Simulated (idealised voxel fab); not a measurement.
Title: Process Module voxel transistor to metal
Cross-section cut: width 140 nm, square cells of 5 nm.
Just so we're on the same page, the cross-sections are grids of square cells, and they're listed out in bands top to bottom, each band one or more rows deep.
Heights first: top, then bottom, in nm. Then materials, left to right, each with a width in nm. "full width" on a single material: fills the band edge to edge. "air": empty space.
We count height from 0. Below that, the starting wafer is all one material. The lowest band never ends at the bottom but goes on down; see "0 nm and below" for how that is written.
The two numbers in a width such as "30 to 40" mark its ends across the band: the first belongs to the top row of cells, the second to the bottom row, and from each row to the next the width moves by the same amount.
Step note "no alterations made" = no cross-section cell changed.
The list in "Fully sealed cavities" covers empty spaces of 8 cells or more that cannot reach the top through any open way, and it gives each as width x height at distance; the distance is from the left edge, and width, height and distance are in nm.
It should be noted that, on the line of a given step, the content following the step's settings is a remark produced by the simulator itself with respect to that step.
"overlay nm" on a masked step: distance the mask lay right of its planned place, negative for left.
Set out below are the planned steps of the process
| 1 | RECEIVE: material Si |
| 2 | OXIDIZE: depth nm 5 |
| 3 | CONFORMAL_DEP: material SiN, thk nm 10 |
| 4 | MASKED_ETCH: tone cover, mask id ACTIVE, width nm 105, etch materials SiN, depth nm 10, overlay nm 0 |
| 5 | MASKED_ETCH: tone cover, mask id ACTIVE, width nm 105, etch materials SiO2, depth nm 5, overlay nm 0 |
| 6 | MASKED_ETCH: tone cover, mask id ACTIVE, width nm 105, etch materials Si, depth nm 30, overlay nm 0 |
| 7 | OXIDIZE: depth nm 5 |
| 8 | FILL_DEP: material SiO2, thk nm 15 |
| 9 | CMP: height nm 10 |
| 10 | SELECTIVE_ETCH: etch materials SiO2, depth nm 5 |
| 11 | STRIP: etch materials SiN |
| 12 | SELECTIVE_ETCH: etch materials SiO2, depth nm 5 |
| 13 | OXIDIZE: depth nm 5 |
| 14 | DIRECTIONAL_DEP: material polySi, thk nm 20 |
| 15 | DIRECTIONAL_DEP: material SiCN, thk nm 15 |
| 16 | DIRECTIONAL_DEP: material aC, thk nm 10 |
| 17 | PATTERN: tone cover, mask id GATE, material resist, width nm 25, thk nm 25, overlay nm 0 |
| 18 | DIRECTIONAL_ETCH: etch materials aC, depth nm 10 |
| 19 | STRIP: etch materials resist |
| 20 | DIRECTIONAL_ETCH: etch materials SiCN, depth nm 25 |
| 21 | DIRECTIONAL_ETCH: etch materials polySi, depth nm 30 |
| 22 | STRIP: etch materials aC |
| 23 | CONFORMAL_DEP: material SiN, thk nm 5 |
| 24 | DIRECTIONAL_ETCH: etch materials SiN, depth nm 5 |
| 25 | DIRECTIONAL_ETCH: etch materials SiO2, depth nm 5 |
| 26 | DIRECTIONAL_ETCH: etch materials Si, depth nm 5 |
| 27 | EPI: material pSi, thk nm 10 |
| 28 | FILL_DEP: material SiO2, thk nm 10 |
| 29 | CMP: height nm 15 |
| 30 | STRIP: etch materials polySi |
| 31 | SELECTIVE_ETCH: etch materials SiO2, depth nm 5 |
| 32 | CONFORMAL_DEP: material HfO2, thk nm 5 |
| 33 | CONFORMAL_DEP: material TiN, thk nm 5 |
| 34 | FILL_DEP: material W, thk nm 5 |
| 35 | CMP: height nm 10 |
| 36 | DIRECTIONAL_DEP: material SiO2, thk nm 10 |
| 37 | PATTERN: tone open, mask id CONTACT, material resist, width nm 15, pitch nm 80, thk nm 15, overlay nm 0 |
| 38 | DIRECTIONAL_ETCH: etch materials SiO2, depth nm 25 |
| 39 | STRIP: etch materials resist |
| 40 | CONFORMAL_DEP: material TiN, thk nm 5 |
| 41 | FILL_DEP: material Ru, thk nm 10 |
| 42 | CMP: height nm 20 |
| 43 | CONFORMAL_DEP: material SiCN, thk nm 5 |
| 44 | DIRECTIONAL_DEP: material lowk, thk nm 20 |
| 45 | DIRECTIONAL_DEP: material aC, thk nm 15 |
| 46 | PATTERN: tone open, mask id METAL_1, material resist, width nm 15, pitch nm 80, thk nm 30, overlay nm 0 |
| 47 | DIRECTIONAL_ETCH: etch materials aC, depth nm 15 |
| 48 | STRIP: etch materials resist |
| 49 | DIRECTIONAL_ETCH: etch materials lowk, depth nm 20 |
| 50 | DIRECTIONAL_ETCH: etch materials SiCN, depth nm 5 |
| 51 | STRIP: etch materials aC |
| 52 | CONFORMAL_DEP: material TiN, thk nm 5 |
| 53 | FILL_DEP: material Cu, thk nm 5 |
| 54 | CMP: height nm 45 |
| 55 | CONFORMAL_DEP: material SiCN, thk nm 5 |
| 56 | DIRECTIONAL_DEP: material lowk, thk nm 35 |
| 57 | PATTERN: tone open, mask id METAL_2, material resist, width nm 15, pitch nm 80, thk nm 15, overlay nm 0 |
| 58 | DIRECTIONAL_ETCH: etch materials lowk, depth nm 20 |
| 59 | STRIP: etch materials resist |
| 60 | MASKED_ETCH: tone open, mask id METAL_2_HOLES, width nm 15, pitch nm 80, etch materials lowk, depth nm 15, overlay nm 0 |
| 61 | MASKED_ETCH: tone open, mask id METAL_2_HOLES, width nm 15, pitch nm 80, etch materials SiCN, depth nm 5, overlay nm 0 |
| 62 | CONFORMAL_DEP: material TiN, thk nm 5 |
| 63 | FILL_DEP: material Ru, thk nm 10 |
| 64 | CMP: height nm 85 |
| 65 | CONFORMAL_DEP: material SiCN, thk nm 5 |
First of two wafers, processed according to plan
Here's what the wafer looked like in cross-section when it arrived - that's after step 1
    0 nm and below: Si full width
    Fully sealed cavities: none
Step 2 done - wafer cross-section
    0 nm to -5 nm: SiO2 full width
    Heights below -5 show no change.
Step 3 done - wafer cross-section
    10 nm to 0 nm: SiN full width
    Heights below 0 show no change.
Step 4 done - wafer cross-section
    10 nm to 0 nm: 15 of air; 105 of SiN; 20 of air
    Heights below 0 show no change.
Step 5 done - wafer cross-section
    10 nm to 0 nm: 15 of air; 105 of SiN; 20 of air
    0 nm to -5 nm: 15 of air; 105 of SiO2; 20 of air
    Heights below -5 show no change.
Step 6 done - wafer cross-section
    10 nm to 0 nm: 15 of air; 105 of SiN; 20 of air
    0 nm to -5 nm: 15 of air; 105 of SiO2; 20 of air
    -5 nm to -35 nm: 15 of air; 105 of Si; 20 of air
    Heights below -35 show no change.
Step 7 done - wafer cross-section
    10 nm to 0 nm: 15 of air; 105 of SiN; 20 of air
    0 nm to -5 nm: 15 of air; 105 of SiO2; 20 of air
    -5 nm to -35 nm: 15 of air; 5 of SiO2; 95 of Si; 5 of SiO2; 20 of air
    -35 nm to -40 nm: 20 of SiO2; 95 of Si; 25 of SiO2
    Heights below -40 show no change.
Step 8 done - wafer cross-section
    25 nm to 10 nm: SiO2 full width
    10 nm to 0 nm: 15 of SiO2; 105 of SiN; 20 of SiO2
    0 nm to -5 nm: SiO2 full width
    -5 nm to -40 nm: 20 of SiO2; 95 of Si; 25 of SiO2
    Heights below -40 show no change.
Step 9 done - wafer cross-section
    10 nm to 0 nm: 15 of SiO2; 105 of SiN; 20 of SiO2
    Heights below 0 show no change.
Step 10 done - wafer cross-section
    10 nm to 5 nm: 15 of air; 105 of SiN; 20 of air
    Heights below 5 show no change.
Step 11 done - wafer cross-section
    5 nm to 0 nm: 15 of SiO2; 105 of air; 20 of SiO2
    Heights below 0 show no change.
Step 12 done - wafer cross-section
    0 nm to -5 nm: 10 of SiO2; 115 of air; 15 of SiO2
    Heights below -5 show no change.
Step 13 done - wafer cross-section
    0 nm to -5 nm: 10 of SiO2; 115 of air; 15 of SiO2
    -5 nm to -10 nm: SiO2 full width
    Heights below -10 show no change.
Step 14 done - wafer cross-section
    20 nm to 15 nm: 10 of polySi; 115 of air; 15 of polySi
    15 nm to 0 nm: polySi full width
    0 nm to -5 nm: 10 of SiO2; 115 of polySi; 15 of SiO2
    Heights below -5 show no change.
Step 15 done - wafer cross-section
    35 nm to 30 nm: 10 of SiCN; 115 of air; 15 of SiCN
    30 nm to 20 nm: SiCN full width
    20 nm to 15 nm: 10 of polySi; 115 of SiCN; 15 of polySi
    Heights below 15 show no change.
Step 16 done - wafer cross-section
    45 nm to 40 nm: 10 of aC; 115 of air; 15 of aC
    40 nm to 35 nm: aC full width
    35 nm to 30 nm: 10 of SiCN; 115 of aC; 15 of SiCN
    Heights below 30 show no change.
Step 17 done - wafer cross-section
    70 nm to 45 nm: 55 of air; 25 of resist; 60 of air
    45 nm to 40 nm: 10 of aC; 45 of air; 25 of resist; 45 of air; 15 of aC
    Heights below 40 show no change.
Step 18 done - wafer cross-section
    60 nm to 40 nm: 55 of air; 25 of resist; 60 of air
    40 nm to 35 nm: 55 of air; 25 of aC; 60 of air
    35 nm to 30 nm: 10 of SiCN; 45 of air; 25 of aC; 45 of air; 15 of SiCN
    Heights below 30 show no change.
Step 19 done - wafer cross-section
    40 nm to 35 nm: 55 of air; 25 of aC; 60 of air
    Heights below 35 show no change.
Step 20 done - wafer cross-section
    40 nm to 30 nm: 55 of air; 25 of aC; 60 of air
    30 nm to 20 nm: 55 of air; 25 of SiCN; 60 of air
    20 nm to 15 nm: 10 of polySi; 45 of air; 25 of SiCN; 45 of air; 15 of polySi
    Heights below 15 show no change.
Step 21 done - wafer cross-section
    40 nm to 30 nm: 55 of air; 25 of aC; 60 of air
    30 nm to 15 nm: 55 of air; 25 of SiCN; 60 of air
    15 nm to 0 nm: 55 of air; 25 of polySi; 60 of air
    0 nm to -5 nm: 10 of SiO2; 45 of air; 25 of polySi; 45 of air; 15 of SiO2
    Heights below -5 show no change.
Step 22 done - wafer cross-section
    30 nm to 15 nm: 55 of air; 25 of SiCN; 60 of air
    Heights below 15 show no change.
Step 23 done - wafer cross-section
    35 nm to 30 nm: 50 of air; 35 of SiN; 55 of air
    30 nm to 15 nm: 50 of air; 5 of SiN; 25 of SiCN; 5 of SiN; 55 of air
    15 nm to 5 nm: 50 of air; 5 of SiN; 25 of polySi; 5 of SiN; 55 of air
    5 nm to 0 nm: 15 of SiN; 35 of air; 5 of SiN; 25 of polySi; 5 of SiN; 35 of air; 20 of SiN
    0 nm to -5 nm: 10 of SiO2; 45 of SiN; 25 of polySi; 45 of SiN; 15 of SiO2
    Heights below -5 show no change.
Step 24 done - wafer cross-section
    30 nm to 15 nm: 50 of air; 5 of SiN; 25 of SiCN; 5 of SiN; 55 of air
    15 nm to 0 nm: 50 of air; 5 of SiN; 25 of polySi; 5 of SiN; 55 of air
    0 nm to -5 nm: 10 of SiO2; 5 of SiN; 35 of air; 5 of SiN; 25 of polySi; 5 of SiN; 35 of air; 5 of SiN; 15 of SiO2
    Heights below -5 show no change.
Step 25 done - wafer cross-section
    30 nm to 15 nm: 50 of air; 5 of SiN; 25 of SiCN; 5 of SiN; 55 of air
    15 nm to 0 nm: 50 of air; 5 of SiN; 25 of polySi; 5 of SiN; 55 of air
    0 nm to -5 nm: 10 of air; 5 of SiN; 35 of air; 5 of SiN; 25 of polySi; 5 of SiN; 35 of air; 5 of SiN; 15 of air
    -5 nm to -10 nm: 15 of SiO2; 35 of air; 35 of SiO2; 35 of air; 20 of SiO2
    Heights below -10 show no change.
Step 26 done - wafer cross-section
    30 nm to 15 nm: 50 of air; 5 of SiN; 25 of SiCN; 5 of SiN; 55 of air
    15 nm to 0 nm: 50 of air; 5 of SiN; 25 of polySi; 5 of SiN; 55 of air
    0 nm to -5 nm: 10 of air; 5 of SiN; 35 of air; 5 of SiN; 25 of polySi; 5 of SiN; 35 of air; 5 of SiN; 15 of air
    -5 nm to -10 nm: 15 of SiO2; 35 of air; 35 of SiO2; 35 of air; 20 of SiO2
    -10 nm to -15 nm: 20 of SiO2; 30 of air; 35 of Si; 30 of air; 25 of SiO2
    Heights below -15 show no change.
Step 27 done - wafer cross-section
    30 nm to 15 nm: 50 of air; 5 of SiN; 25 of SiCN; 5 of SiN; 55 of air
    15 nm to 0 nm: 50 of air; 5 of SiN; 25 of polySi; 5 of SiN; 55 of air
    0 nm to -5 nm: 10 of air; 5 of SiN; 25 of air; 10 of pSi; 5 of SiN; 25 of polySi; 5 of SiN; 10 of pSi; 25 of air; 5 of SiN; 15 of air
    -5 nm to -10 nm: 15 of SiO2; 35 of pSi; 35 of SiO2; 35 of pSi; 20 of SiO2
    -10 nm to -15 nm: 20 of SiO2; 30 of pSi; 35 of Si; 30 of pSi; 25 of SiO2
    Heights below -15 show no change.
Step 28 done - wafer cross-section
    40 nm to 30 nm: SiO2 full width
    30 nm to 15 nm: 50 of SiO2; 5 of SiN; 25 of SiCN; 5 of SiN; 55 of SiO2
    15 nm to 0 nm: 50 of SiO2; 5 of SiN; 25 of polySi; 5 of SiN; 55 of SiO2
    0 nm to -5 nm: 10 of SiO2; 5 of SiN; 25 of SiO2; 10 of pSi; 5 of SiN; 25 of polySi; 5 of SiN; 10 of pSi; 25 of SiO2; 5 of SiN; 15 of SiO2
    Heights below -5 show no change.
Step 29 done - wafer cross-section
    15 nm to 0 nm: 50 of SiO2; 5 of SiN; 25 of polySi; 5 of SiN; 55 of SiO2
    Heights below 0 show no change.
Step 30 done - wafer cross-section
    15 nm to 0 nm: 50 of SiO2; 5 of SiN; 25 of air; 5 of SiN; 55 of SiO2
    0 nm to -5 nm: 10 of SiO2; 5 of SiN; 25 of SiO2; 10 of pSi; 5 of SiN; 25 of air; 5 of SiN; 10 of pSi; 25 of SiO2; 5 of SiN; 15 of SiO2
    Heights below -5 show no change.
Step 31 done - wafer cross-section
    15 nm to 10 nm: 50 of air; 5 of SiN; 25 of air; 5 of SiN; 55 of air
    10 nm to 0 nm: 50 of SiO2; 5 of SiN; 25 of air; 5 of SiN; 55 of SiO2
    0 nm to -5 nm: 10 of SiO2; 5 of SiN; 25 of SiO2; 10 of pSi; 5 of SiN; 25 of air; 5 of SiN; 10 of pSi; 25 of SiO2; 5 of SiN; 15 of SiO2
    -5 nm to -10 nm: 15 of SiO2; 35 of pSi; 35 of air; 35 of pSi; 20 of SiO2
    Heights below -10 show no change.
Step 32 done - wafer cross-section
    20 nm to 15 nm: 45 of air; 15 of HfO2; 15 of air; 15 of HfO2; 50 of air
    15 nm to 10 nm: 50 of HfO2; 5 of SiN; 5 of HfO2; 15 of air; 5 of HfO2; 5 of SiN; 55 of HfO2
    10 nm to 0 nm: 50 of SiO2; 5 of SiN; 5 of HfO2; 15 of air; 5 of HfO2; 5 of SiN; 55 of SiO2
    0 nm to -5 nm: 10 of SiO2; 5 of SiN; 25 of SiO2; 10 of pSi; 5 of SiN; 5 of HfO2; 15 of air; 5 of HfO2; 5 of SiN; 10 of pSi; 25 of SiO2; 5 of SiN; 15 of SiO2
    -5 nm to -10 nm: 15 of SiO2; 35 of pSi; 35 of HfO2; 35 of pSi; 20 of SiO2
    Heights below -10 show no change.
Step 33 done - wafer cross-section
    25 nm to 20 nm: 40 of air; 25 of TiN; 5 of air; 25 of TiN; 45 of air
    20 nm to 15 nm: 45 of TiN; 15 of HfO2; 5 of TiN; 5 of air; 5 of TiN; 15 of HfO2; 50 of TiN
    15 nm to 10 nm: 50 of HfO2; 5 of SiN; 5 of HfO2; 5 of TiN; 5 of air; 5 of TiN; 5 of HfO2; 5 of SiN; 55 of HfO2
    10 nm to 0 nm: 50 of SiO2; 5 of SiN; 5 of HfO2; 5 of TiN; 5 of air; 5 of TiN; 5 of HfO2; 5 of SiN; 55 of SiO2
    0 nm to -5 nm: 10 of SiO2; 5 of SiN; 25 of SiO2; 10 of pSi; 5 of SiN; 5 of HfO2; 15 of TiN; 5 of HfO2; 5 of SiN; 10 of pSi; 25 of SiO2; 5 of SiN; 15 of SiO2
    Heights below -5 show no change.
Step 34 done - wafer cross-section
    30 nm to 25 nm: W full width
    25 nm to 20 nm: 40 of W; 25 of TiN; 5 of W; 25 of TiN; 45 of W
    20 nm to 15 nm: 45 of TiN; 15 of HfO2; 5 of TiN; 5 of W; 5 of TiN; 15 of HfO2; 50 of TiN
    15 nm to 10 nm: 50 of HfO2; 5 of SiN; 5 of HfO2; 5 of TiN; 5 of W; 5 of TiN; 5 of HfO2; 5 of SiN; 55 of HfO2
    10 nm to 0 nm: 50 of SiO2; 5 of SiN; 5 of HfO2; 5 of TiN; 5 of W; 5 of TiN; 5 of HfO2; 5 of SiN; 55 of SiO2
    Heights below 0 show no change.
Step 35 done - wafer cross-section
    10 nm to 0 nm: 50 of SiO2; 5 of SiN; 5 of HfO2; 5 of TiN; 5 of W; 5 of TiN; 5 of HfO2; 5 of SiN; 55 of SiO2
    Heights below 0 show no change.
Step 36 done - wafer cross-section
    20 nm to 10 nm: SiO2 full width
    Heights below 10 show no change.
Step 37 done - wafer cross-section
    35 nm to 20 nm: 20 of resist; 15 of air; 65 of resist; 15 of air; 25 of resist
    Heights below 20 show no change.
Step 38 done - wafer cross-section
    35 nm to 20 nm: 20 of resist; 15 of air; 65 of resist; 15 of air; 25 of resist
    20 nm to 10 nm: 20 of SiO2; 15 of air; 65 of SiO2; 15 of air; 25 of SiO2
    10 nm to 0 nm: 20 of SiO2; 15 of air; 15 of SiO2; 5 of SiN; 5 of HfO2; 5 of TiN; 5 of W; 5 of TiN; 5 of HfO2; 5 of SiN; 15 of SiO2; 15 of air; 25 of SiO2
    0 nm to -5 nm: 10 of SiO2; 5 of SiN; 5 of SiO2; 15 of air; 5 of SiO2; 10 of pSi; 5 of SiN; 5 of HfO2; 15 of TiN; 5 of HfO2; 5 of SiN; 10 of pSi; 5 of SiO2; 15 of air; 5 of SiO2; 5 of SiN; 15 of SiO2
    Heights below -5 show no change.
Step 39 done - wafer cross-section
    20 nm to 10 nm: 20 of SiO2; 15 of air; 65 of SiO2; 15 of air; 25 of SiO2
    Heights below 10 show no change.
Step 40 done - wafer cross-section
    25 nm to 20 nm: 25 of TiN; 5 of air; 75 of TiN; 5 of air; 30 of TiN
    20 nm to 10 nm: 20 of SiO2; 5 of TiN; 5 of air; 5 of TiN; 65 of SiO2; 5 of TiN; 5 of air; 5 of TiN; 25 of SiO2
    10 nm to 0 nm: 20 of SiO2; 5 of TiN; 5 of air; 5 of TiN; 15 of SiO2; 5 of SiN; 5 of HfO2; 5 of TiN; 5 of W; 5 of TiN; 5 of HfO2; 5 of SiN; 15 of SiO2; 5 of TiN; 5 of air; 5 of TiN; 25 of SiO2
    0 nm to -5 nm: 10 of SiO2; 5 of SiN; 5 of SiO2; 15 of TiN; 5 of SiO2; 10 of pSi; 5 of SiN; 5 of HfO2; 15 of TiN; 5 of HfO2; 5 of SiN; 10 of pSi; 5 of SiO2; 15 of TiN; 5 of SiO2; 5 of SiN; 15 of SiO2
    Heights below -5 show no change.
Step 41 done - wafer cross-section
    35 nm to 25 nm: Ru full width
    25 nm to 20 nm: 25 of TiN; 5 of Ru; 75 of TiN; 5 of Ru; 30 of TiN
    20 nm to 10 nm: 20 of SiO2; 5 of TiN; 5 of Ru; 5 of TiN; 65 of SiO2; 5 of TiN; 5 of Ru; 5 of TiN; 25 of SiO2
    10 nm to 0 nm: 20 of SiO2; 5 of TiN; 5 of Ru; 5 of TiN; 15 of SiO2; 5 of SiN; 5 of HfO2; 5 of TiN; 5 of W; 5 of TiN; 5 of HfO2; 5 of SiN; 15 of SiO2; 5 of TiN; 5 of Ru; 5 of TiN; 25 of SiO2
    Heights below 0 show no change.
Step 42 done - wafer cross-section
    20 nm to 10 nm: 20 of SiO2; 5 of TiN; 5 of Ru; 5 of TiN; 65 of SiO2; 5 of TiN; 5 of Ru; 5 of TiN; 25 of SiO2
    Heights below 10 show no change.
Step 43 done - wafer cross-section
    25 nm to 20 nm: SiCN full width
    Heights below 20 show no change.
Step 44 done - wafer cross-section
    45 nm to 25 nm: lowk full width
    Heights below 25 show no change.
Step 45 done - wafer cross-section
    60 nm to 45 nm: aC full width
    Heights below 45 show no change.
Step 46 done - wafer cross-section
    90 nm to 60 nm: 20 of resist; 15 of air; 65 of resist; 15 of air; 25 of resist
    Heights below 60 show no change.
Step 47 done - wafer cross-section
    75 nm to 60 nm: 20 of resist; 15 of air; 65 of resist; 15 of air; 25 of resist
    60 nm to 45 nm: 20 of aC; 15 of air; 65 of aC; 15 of air; 25 of aC
    Heights below 45 show no change.
Step 48 done - wafer cross-section
    60 nm to 45 nm: 20 of aC; 15 of air; 65 of aC; 15 of air; 25 of aC
    Heights below 45 show no change.
Step 49 done - wafer cross-section
    60 nm to 45 nm: 20 of aC; 15 of air; 65 of aC; 15 of air; 25 of aC
    45 nm to 25 nm: 20 of lowk; 15 of air; 65 of lowk; 15 of air; 25 of lowk
    Heights below 25 show no change.
Step 50 done - wafer cross-section
    60 nm to 45 nm: 20 of aC; 15 of air; 65 of aC; 15 of air; 25 of aC
    45 nm to 25 nm: 20 of lowk; 15 of air; 65 of lowk; 15 of air; 25 of lowk
    25 nm to 20 nm: 20 of SiCN; 15 of air; 65 of SiCN; 15 of air; 25 of SiCN
    Heights below 20 show no change.
Step 51 done - wafer cross-section
    45 nm to 25 nm: 20 of lowk; 15 of air; 65 of lowk; 15 of air; 25 of lowk
    Heights below 25 show no change.
Step 52 done - wafer cross-section
    50 nm to 45 nm: 25 of TiN; 5 of air; 75 of TiN; 5 of air; 30 of TiN
    45 nm to 25 nm: 20 of lowk; 5 of TiN; 5 of air; 5 of TiN; 65 of lowk; 5 of TiN; 5 of air; 5 of TiN; 25 of lowk
    25 nm to 20 nm: 20 of SiCN; 15 of TiN; 65 of SiCN; 15 of TiN; 25 of SiCN
    Heights below 20 show no change.
Step 53 done - wafer cross-section
    55 nm to 50 nm: Cu full width
    50 nm to 45 nm: 25 of TiN; 5 of Cu; 75 of TiN; 5 of Cu; 30 of TiN
    45 nm to 25 nm: 20 of lowk; 5 of TiN; 5 of Cu; 5 of TiN; 65 of lowk; 5 of TiN; 5 of Cu; 5 of TiN; 25 of lowk
    Heights below 25 show no change.
Step 54 done - wafer cross-section
    45 nm to 25 nm: 20 of lowk; 5 of TiN; 5 of Cu; 5 of TiN; 65 of lowk; 5 of TiN; 5 of Cu; 5 of TiN; 25 of lowk
    Heights below 25 show no change.
Step 55 done - wafer cross-section
    50 nm to 45 nm: SiCN full width
    Heights below 45 show no change.
Step 56 done - wafer cross-section
    85 nm to 50 nm: lowk full width
    Heights below 50 show no change.
Step 57 done - wafer cross-section
    100 nm to 85 nm: 20 of resist; 15 of air; 65 of resist; 15 of air; 25 of resist
    Heights below 85 show no change.
Step 58 done - wafer cross-section
    100 nm to 85 nm: 20 of resist; 15 of air; 65 of resist; 15 of air; 25 of resist
    85 nm to 65 nm: 20 of lowk; 15 of air; 65 of lowk; 15 of air; 25 of lowk
    Heights below 65 show no change.
Step 59 done - wafer cross-section
    85 nm to 65 nm: 20 of lowk; 15 of air; 65 of lowk; 15 of air; 25 of lowk
    Heights below 65 show no change.
Step 60 done - wafer cross-section
    85 nm to 50 nm: 20 of lowk; 15 of air; 65 of lowk; 15 of air; 25 of lowk
    Heights below 50 show no change.
Step 61 done - wafer cross-section
    85 nm to 50 nm: 20 of lowk; 15 of air; 65 of lowk; 15 of air; 25 of lowk
    50 nm to 45 nm: 20 of SiCN; 15 of air; 65 of SiCN; 15 of air; 25 of SiCN
    Heights below 45 show no change.
Step 62 done - wafer cross-section
    90 nm to 85 nm: 25 of TiN; 5 of air; 75 of TiN; 5 of air; 30 of TiN
    85 nm to 50 nm: 20 of lowk; 5 of TiN; 5 of air; 5 of TiN; 65 of lowk; 5 of TiN; 5 of air; 5 of TiN; 25 of lowk
    50 nm to 45 nm: 20 of SiCN; 15 of TiN; 65 of SiCN; 15 of TiN; 25 of SiCN
    Heights below 45 show no change.
Step 63 done - wafer cross-section
    100 nm to 90 nm: Ru full width
    90 nm to 85 nm: 25 of TiN; 5 of Ru; 75 of TiN; 5 of Ru; 30 of TiN
    85 nm to 50 nm: 20 of lowk; 5 of TiN; 5 of Ru; 5 of TiN; 65 of lowk; 5 of TiN; 5 of Ru; 5 of TiN; 25 of lowk
    Heights below 50 show no change.
Step 64 done - wafer cross-section
    85 nm to 50 nm: 20 of lowk; 5 of TiN; 5 of Ru; 5 of TiN; 65 of lowk; 5 of TiN; 5 of Ru; 5 of TiN; 25 of lowk
    Heights below 50 show no change.
Step 65 done - wafer cross-section
    90 nm to 85 nm: SiCN full width
    Heights below 85 show no change.
Wafer two of the pair: same origin, same plan, one error during the run; identical to wafer one up to and including step 45
The second wafer in cross-section, at the planned close of step 46
    90 nm to 60 nm: 15 of resist; 25 of air; 55 of resist; 25 of air; 20 of resist
    Heights below 60 show no change.
The second wafer in cross-section, at the planned close of step 47
    75 nm to 60 nm: 15 of resist; 25 of air; 55 of resist; 25 of air; 20 of resist
    60 nm to 45 nm: 15 of aC; 25 of air; 55 of aC; 25 of air; 20 of aC
    Heights below 45 show no change.
The second wafer in cross-section, at the planned close of step 48
    60 nm to 45 nm: 15 of aC; 25 of air; 55 of aC; 25 of air; 20 of aC
    Heights below 45 show no change.
The second wafer in cross-section, at the planned close of step 49
    60 nm to 45 nm: 15 of aC; 25 of air; 55 of aC; 25 of air; 20 of aC
    45 nm to 25 nm: 15 of lowk; 25 of air; 55 of lowk; 25 of air; 20 of lowk
    Heights below 25 show no change.
The second wafer in cross-section, at the planned close of step 50
    60 nm to 45 nm: 15 of aC; 25 of air; 55 of aC; 25 of air; 20 of aC
    45 nm to 25 nm: 15 of lowk; 25 of air; 55 of lowk; 25 of air; 20 of lowk
    25 nm to 20 nm: 15 of SiCN; 25 of air; 55 of SiCN; 25 of air; 20 of SiCN
    Heights below 20 show no change.
The second wafer in cross-section, at the planned close of step 51
    45 nm to 25 nm: 15 of lowk; 25 of air; 55 of lowk; 25 of air; 20 of lowk
    Heights below 25 show no change.
The second wafer in cross-section, at the planned close of step 52
    50 nm to 45 nm: 20 of TiN; 15 of air; 65 of TiN; 15 of air; 25 of TiN
    45 nm to 25 nm: 15 of lowk; 5 of TiN; 15 of air; 5 of TiN; 55 of lowk; 5 of TiN; 15 of air; 5 of TiN; 20 of lowk
    25 nm to 20 nm: 15 of SiCN; 25 of TiN; 55 of SiCN; 25 of TiN; 20 of SiCN
    Heights below 20 show no change.
The second wafer in cross-section, at the planned close of step 53
    55 nm to 50 nm: Cu full width
    50 nm to 45 nm: 20 of TiN; 15 of Cu; 65 of TiN; 15 of Cu; 25 of TiN
    45 nm to 25 nm: 15 of lowk; 5 of TiN; 15 of Cu; 5 of TiN; 55 of lowk; 5 of TiN; 15 of Cu; 5 of TiN; 20 of lowk
    Heights below 25 show no change.
The second wafer in cross-section, at the planned close of step 54
    45 nm to 25 nm: 15 of lowk; 5 of TiN; 15 of Cu; 5 of TiN; 55 of lowk; 5 of TiN; 15 of Cu; 5 of TiN; 20 of lowk
    Heights below 25 show no change.
The second wafer in cross-section, at the planned close of step 55
    50 nm to 45 nm: SiCN full width
    Heights below 45 show no change.
The second wafer in cross-section, at the planned close of step 56
    85 nm to 50 nm: lowk full width
    Heights below 50 show no change.
The second wafer in cross-section, at the planned close of step 57
    100 nm to 85 nm: 20 of resist; 15 of air; 65 of resist; 15 of air; 25 of resist
    Heights below 85 show no change.
The second wafer in cross-section, at the planned close of step 58
    100 nm to 85 nm: 20 of resist; 15 of air; 65 of resist; 15 of air; 25 of resist
    85 nm to 65 nm: 20 of lowk; 15 of air; 65 of lowk; 15 of air; 25 of lowk
    Heights below 65 show no change.
The second wafer in cross-section, at the planned close of step 59
    85 nm to 65 nm: 20 of lowk; 15 of air; 65 of lowk; 15 of air; 25 of lowk
    Heights below 65 show no change.
The second wafer in cross-section, at the planned close of step 60
    85 nm to 50 nm: 20 of lowk; 15 of air; 65 of lowk; 15 of air; 25 of lowk
    Heights below 50 show no change.
The second wafer in cross-section, at the planned close of step 61
    85 nm to 50 nm: 20 of lowk; 15 of air; 65 of lowk; 15 of air; 25 of lowk
    50 nm to 45 nm: 20 of SiCN; 15 of air; 65 of SiCN; 15 of air; 25 of SiCN
    Heights below 45 show no change.
The second wafer in cross-section, at the planned close of step 62
    90 nm to 85 nm: 25 of TiN; 5 of air; 75 of TiN; 5 of air; 30 of TiN
    85 nm to 50 nm: 20 of lowk; 5 of TiN; 5 of air; 5 of TiN; 65 of lowk; 5 of TiN; 5 of air; 5 of TiN; 25 of lowk
    50 nm to 45 nm: 20 of SiCN; 15 of TiN; 65 of SiCN; 15 of TiN; 25 of SiCN
    Heights below 45 show no change.
The second wafer in cross-section, at the planned close of step 63
    100 nm to 90 nm: Ru full width
    90 nm to 85 nm: 25 of TiN; 5 of Ru; 75 of TiN; 5 of Ru; 30 of TiN
    85 nm to 50 nm: 20 of lowk; 5 of TiN; 5 of Ru; 5 of TiN; 65 of lowk; 5 of TiN; 5 of Ru; 5 of TiN; 25 of lowk
    Heights below 50 show no change.
The second wafer in cross-section, at the planned close of step 64
    85 nm to 50 nm: 20 of lowk; 5 of TiN; 5 of Ru; 5 of TiN; 65 of lowk; 5 of TiN; 5 of Ru; 5 of TiN; 25 of lowk
    Heights below 50 show no change.
The second wafer in cross-section, at the planned close of step 65
    90 nm to 85 nm: SiCN full width
    Heights below 85 show no change.
What went wrong in running the wafer? step 46 went in with a setting other than planned; the actual run was PATTERN: tone open, mask id METAL_1, material resist, width nm 25, pitch nm 80, thk nm 30, overlay nm 0
Materials where the second wafer ends with more or fewer cells than the first: Cu +16 | SiCN -4 | TiN +4 | lowk -16
